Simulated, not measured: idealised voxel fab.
Proc. module: voxel capacitor over wiring
Section cut is 285 nm wide and gridded with 5 nm square cells.
Think of the cross-section as a grid of square cells. We describe it in bands, top to bottom, and each band covers one or more rows of those cells. A band entry consists of two parts. The first gives the height of the band's top and the height of its bottom, in nm. The rest lists the band's materials from left to right, each with its width in nm. A single material labelled with the word "full width" fills the band from edge to edge, and the word "blank" marks empty space. Height reference: 0 = level under which incoming wafer is all one material. Lowest band: no bottom, runs on downward, e.g. "0 down". You'd read "30..40" like this: the band's top row of cells is as wide as the first number, its bottom row is as wide as the second, and going down, every row changes width by the same amount as the row before did. "nothing got changed", as given for a step, is the statement that not any cell of the cross-section underwent a change during that step. Entry "Closed void catalog". Content: empty spaces with no open connection to the top, size 8 cells or greater. Each: width x height at distance. Distance: from left edge. Unit: nm. Whatever follows a step's settings on its line is a remark the simulator itself makes about that step. Steps that use a mask can have "overlay nm" on their line. It says how far the mask sat to the right of where it was meant to be. Negative means to the left.
### Here's what the planned process steps look like
1,RECEIVE, material Si
2,CONFORMAL_DEP, material SiO2, thk nm 10
3,CONFORMAL_DEP, material SiN, thk nm 5
4,DIRECTIONAL_DEP, material SiO2, thk nm 20
5,MASKED_ETCH, tone open, mask id METAL_1, width nm 30, pitch nm 80, etch materials SiO2, depth nm 20, overlay nm 0
6,MASKED_ETCH, tone open, mask id METAL_1, width nm 30, pitch nm 80, etch materials SiN, depth nm 5, overlay nm 0
7,CONFORMAL_DEP, material TiN, thk nm 5
8,FILL_DEP, material W, thk nm 10
9,CMP, height nm 35
10,CONFORMAL_DEP, material SiCN, thk nm 5
11,DIRECTIONAL_DEP, material lowk, thk nm 20
12,PATTERN, tone open, mask id PLUG_1, material resist, width nm 15, thk nm 20, overlay nm 0
13,DIRECTIONAL_ETCH, etch materials lowk, depth nm 20
14,DIRECTIONAL_ETCH, etch materials SiCN, depth nm 5
15,STRIP, etch materials resist
16,CONFORMAL_DEP, material TiN, thk nm 5
17,FILL_DEP, material Cu, thk nm 10
18,CMP, height nm 60
19,DIRECTIONAL_DEP, material TiN, thk nm 5
20,DIRECTIONAL_DEP, material SiN, thk nm 5
21,DIRECTIONAL_DEP, material TiN, thk nm 10
22,MASKED_ETCH, tone cover, mask id UPPER_PLATE, width nm 55, etch materials TiN, depth nm 10, overlay nm 0
23,MASKED_ETCH, tone cover, mask id UPPER_PLATE, width nm 55, etch materials SiN, depth nm 5, overlay nm 0
24,DIRECTIONAL_DEP, material aC, thk nm 10
25,PATTERN, tone cover, mask id LOWER_PLATE, material resist, width nm 65, thk nm 30, overlay nm 0
26,DIRECTIONAL_ETCH, etch materials aC, depth nm 10
27,STRIP, etch materials resist
28,DIRECTIONAL_ETCH, etch materials TiN, depth nm 5
29,STRIP, etch materials aC
30,FILL_DEP, material SiO2, thk nm 15
31,CMP, height nm 90
32,MASKED_ETCH, tone open, mask id PLUG_2, width nm 15, etch materials SiO2, depth nm 10, overlay nm 0
33,CONFORMAL_DEP, material TiN, thk nm 5
34,FILL_DEP, material Ru, thk nm 5
35,CMP, height nm 90
36,CONFORMAL_DEP, material SiN, thk nm 5
### The first of a set of two wafers, run to plan
### Cross-sectional view of the wafer in its as-received condition, corresponding to the state after step 1
    0 down  Si full width
    Closed void catalog: none
### Wafer section view after processing step 2
    10 to 0  SiO2 full width
    At heights below 0, the structure remains unaltered.
### Wafer section view after processing step 3
    15 to 10  SiN full width
    At heights below 10, the structure remains unaltered.
### Wafer section view after processing step 4
    35 to 15  SiO2 full width
    At heights below 15, the structure remains unaltered.
### Wafer section view after processing step 5
    35 to 15  85 nm SiO2  30 nm blank  50 nm SiO2  30 nm blank  90 nm SiO2
    At heights below 15, the structure remains unaltered.
### Wafer section view after processing step 6
    35 to 15  85 nm SiO2  30 nm blank  50 nm SiO2  30 nm blank  90 nm SiO2
    15 to 10  85 nm SiN  30 nm blank  50 nm SiN  30 nm blank  90 nm SiN
    At heights below 10, the structure remains unaltered.
### Wafer section view after processing step 7
    40 to 35  90 nm TiN  20 nm blank  60 nm TiN  20 nm blank  95 nm TiN
    35 to 15  85 nm SiO2  5 nm TiN  20 nm blank  5 nm TiN  50 nm SiO2  5 nm TiN  20 nm blank  5 nm TiN  90 nm SiO2
    15 to 10  85 nm SiN  30 nm TiN  50 nm SiN  30 nm TiN  90 nm SiN
    At heights below 10, the structure remains unaltered.
### Wafer section view after processing step 8
    50 to 40  W full width
    40 to 35  90 nm TiN  20 nm W  60 nm TiN  20 nm W  95 nm TiN
    35 to 15  85 nm SiO2  5 nm TiN  20 nm W  5 nm TiN  50 nm SiO2  5 nm TiN  20 nm W  5 nm TiN  90 nm SiO2
    At heights below 15, the structure remains unaltered.
### Wafer section view after processing step 9
    35 to 15  85 nm SiO2  5 nm TiN  20 nm W  5 nm TiN  50 nm SiO2  5 nm TiN  20 nm W  5 nm TiN  90 nm SiO2
    At heights below 15, the structure remains unaltered.
### Wafer section view after processing step 10
    40 to 35  SiCN full width
    At heights below 35, the structure remains unaltered.
### Wafer section view after processing step 11
    60 to 40  lowk full width
    At heights below 40, the structure remains unaltered.
### Wafer section view after processing step 12
    80 to 60  100 nm resist  15 nm blank  170 nm resist
    At heights below 60, the structure remains unaltered.
### Wafer section view after processing step 13
    80 to 60  100 nm resist  15 nm blank  170 nm resist
    60 to 40  100 nm lowk  15 nm blank  170 nm lowk
    At heights below 40, the structure remains unaltered.
### Wafer section view after processing step 14
    80 to 60  100 nm resist  15 nm blank  170 nm resist
    60 to 40  100 nm lowk  15 nm blank  170 nm lowk
    40 to 35  100 nm SiCN  15 nm blank  170 nm SiCN
    At heights below 35, the structure remains unaltered.
### Wafer section view after processing step 15
    60 to 40  100 nm lowk  15 nm blank  170 nm lowk
    At heights below 40, the structure remains unaltered.
### Wafer section view after processing step 16
    65 to 60  105 nm TiN  5 nm blank  175 nm TiN
    60 to 40  100 nm lowk  5 nm TiN  5 nm blank  5 nm TiN  170 nm lowk
    40 to 35  100 nm SiCN  15 nm TiN  170 nm SiCN
    At heights below 35, the structure remains unaltered.
### Wafer section view after processing step 17
    75 to 65  Cu full width
    65 to 60  105 nm TiN  5 nm Cu  175 nm TiN
    60 to 40  100 nm lowk  5 nm TiN  5 nm Cu  5 nm TiN  170 nm lowk
    At heights below 40, the structure remains unaltered.
### Wafer section view after processing step 18
    60 to 40  100 nm lowk  5 nm TiN  5 nm Cu  5 nm TiN  170 nm lowk
    At heights below 40, the structure remains unaltered.
### Wafer section view after processing step 19
    65 to 60  TiN full width
    At heights below 60, the structure remains unaltered.
### Wafer section view after processing step 20
    70 to 65  SiN full width
    At heights below 65, the structure remains unaltered.
### Wafer section view after processing step 21
    80 to 70  TiN full width
    At heights below 70, the structure remains unaltered.
### Wafer section view after processing step 22
    80 to 70  100 nm blank  55 nm TiN  130 nm blank
    At heights below 70, the structure remains unaltered.
### Wafer section view after processing step 23
    80 to 70  100 nm blank  55 nm TiN  130 nm blank
    70 to 65  100 nm blank  55 nm SiN  130 nm blank
    At heights below 65, the structure remains unaltered.
### Wafer section view after processing step 24
    90 to 80  100 nm blank  55 nm aC  130 nm blank
    80 to 75  100 nm blank  55 nm TiN  130 nm blank
    75 to 70  100 nm aC  55 nm TiN  130 nm aC
    70 to 65  100 nm aC  55 nm SiN  130 nm aC
    At heights below 65, the structure remains unaltered.
### Wafer section view after processing step 25
    120 to 90  95 nm blank  65 nm resist  125 nm blank
    90 to 80  95 nm blank  5 nm resist  55 nm aC  5 nm resist  125 nm blank
    80 to 75  95 nm blank  5 nm resist  55 nm TiN  5 nm resist  125 nm blank
    At heights below 75, the structure remains unaltered.
### Wafer section view after processing step 26
    110 to 90  95 nm blank  65 nm resist  125 nm blank
    90 to 80  95 nm blank  5 nm resist  55 nm aC  5 nm resist  125 nm blank
    80 to 75  95 nm blank  5 nm resist  55 nm TiN  5 nm resist  125 nm blank
    75 to 70  95 nm blank  5 nm aC  55 nm TiN  5 nm aC  125 nm blank
    70 to 65  95 nm blank  5 nm aC  55 nm SiN  5 nm aC  125 nm blank
    At heights below 65, the structure remains unaltered.
### Wafer section view after processing step 27
    90 to 80  100 nm blank  55 nm aC  130 nm blank
    80 to 75  100 nm blank  55 nm TiN  130 nm blank
    At heights below 75, the structure remains unaltered.
### Wafer section view after processing step 28
    90 to 80  100 nm blank  55 nm aC  130 nm blank
    80 to 75  100 nm blank  55 nm TiN  130 nm blank
    75 to 70  95 nm blank  5 nm aC  55 nm TiN  5 nm aC  125 nm blank
    70 to 65  95 nm blank  5 nm aC  55 nm SiN  5 nm aC  125 nm blank
    65 to 60  95 nm blank  65 nm TiN  125 nm blank
    At heights below 60, the structure remains unaltered.
### Wafer section view after processing step 29
    80 to 70  100 nm blank  55 nm TiN  130 nm blank
    70 to 65  100 nm blank  55 nm SiN  130 nm blank
    At heights below 65, the structure remains unaltered.
### Wafer section view after processing step 30
    95 to 80  SiO2 full width
    80 to 70  100 nm SiO2  55 nm TiN  130 nm SiO2
    70 to 65  100 nm SiO2  55 nm SiN  130 nm SiO2
    65 to 60  95 nm SiO2  65 nm TiN  125 nm SiO2
    At heights below 60, the structure remains unaltered.
### Wafer section view after processing step 31
    90 to 80  SiO2 full width
    At heights below 80, the structure remains unaltered.
### Wafer section view after processing step 32
    90 to 80  110 nm SiO2  15 nm blank  160 nm SiO2
    At heights below 80, the structure remains unaltered.
### Wafer section view after processing step 33
    95 to 90  115 nm TiN  5 nm blank  165 nm TiN
    90 to 85  110 nm SiO2  5 nm TiN  5 nm blank  5 nm TiN  160 nm SiO2
    85 to 80  110 nm SiO2  15 nm TiN  160 nm SiO2
    At heights below 80, the structure remains unaltered.
### Wafer section view after processing step 34
    100 to 95  Ru full width
    95 to 90  115 nm TiN  5 nm Ru  165 nm TiN
    90 to 85  110 nm SiO2  5 nm TiN  5 nm Ru  5 nm TiN  160 nm SiO2
    At heights below 85, the structure remains unaltered.
### Wafer section view after processing step 35
    90 to 85  110 nm SiO2  5 nm TiN  5 nm Ru  5 nm TiN  160 nm SiO2
    At heights below 85, the structure remains unaltered.
### Wafer section view after processing step 36
    95 to 90  SiN full width
    At heights below 90, the structure remains unaltered.
### The remaining wafer, second of the two, started like the first and was run to the same plan, except that one mistake was made along the way; the two coincide through step 20, inclusive
### when step 21 should have ended
    85 to 70  TiN full width
    At heights below 70, the structure remains unaltered.
### when step 22 should have ended
    85 to 75  100 nm blank  55 nm TiN  130 nm blank
    At heights below 75, the structure remains unaltered.
when step 23 should have ended: nothing got changed
### when step 24 should have ended
    95 to 85  100 nm blank  55 nm aC  130 nm blank
    85 to 75  100 nm aC  55 nm TiN  130 nm aC
    At heights below 75, the structure remains unaltered.
### when step 25 should have ended
    125 to 95  95 nm blank  65 nm resist  125 nm blank
    95 to 85  95 nm blank  5 nm resist  55 nm aC  5 nm resist  125 nm blank
    At heights below 85, the structure remains unaltered.
### when step 26 should have ended
    115 to 95  95 nm blank  65 nm resist  125 nm blank
    95 to 85  95 nm blank  5 nm resist  55 nm aC  5 nm resist  125 nm blank
    85 to 75  95 nm blank  5 nm aC  55 nm TiN  5 nm aC  125 nm blank
    At heights below 75, the structure remains unaltered.
### when step 27 should have ended
    95 to 85  100 nm blank  55 nm aC  130 nm blank
    At heights below 85, the structure remains unaltered.
### when step 28 should have ended
    95 to 85  100 nm blank  55 nm aC  130 nm blank
    85 to 75  95 nm blank  5 nm aC  55 nm TiN  5 nm aC  125 nm blank
    75 to 70  95 nm blank  65 nm TiN  125 nm blank
    At heights below 70, the structure remains unaltered.
### when step 29 should have ended
    85 to 75  100 nm blank  55 nm TiN  130 nm blank
    At heights below 75, the structure remains unaltered.
### when step 30 should have ended
    100 to 85  SiO2 full width
    85 to 75  100 nm SiO2  55 nm TiN  130 nm SiO2
    75 to 70  95 nm SiO2  65 nm TiN  125 nm SiO2
    At heights below 70, the structure remains unaltered.
### when step 31 should have ended
    90 to 85  SiO2 full width
    At heights below 85, the structure remains unaltered.
### when step 32 should have ended
    90 to 85  110 nm SiO2  15 nm blank  160 nm SiO2
    At heights below 85, the structure remains unaltered.
### when step 33 should have ended
    95 to 90  115 nm TiN  5 nm blank  165 nm TiN
    90 to 85  110 nm SiO2  15 nm TiN  160 nm SiO2
    At heights below 85, the structure remains unaltered.
### when step 34 should have ended
    100 to 95  Ru full width
    95 to 90  115 nm TiN  5 nm Ru  165 nm TiN
    At heights below 90, the structure remains unaltered.
### when step 35 should have ended
    90 to 85  110 nm SiO2  15 nm TiN  160 nm SiO2
    At heights below 85, the structure remains unaltered.
### when step 36 should have ended
    95 to 90  SiN full width
    At heights below 90, the structure remains unaltered.
So what did we get wrong on this run? step 21 was run on a setting that differed from the plan, and what really ran there is DIRECTIONAL_DEP, material TiN, thk nm 15
Materials where the second wafer ends with more or fewer cells than the first: Ru -1, SiN +46, SiO2 -100, TiN +55
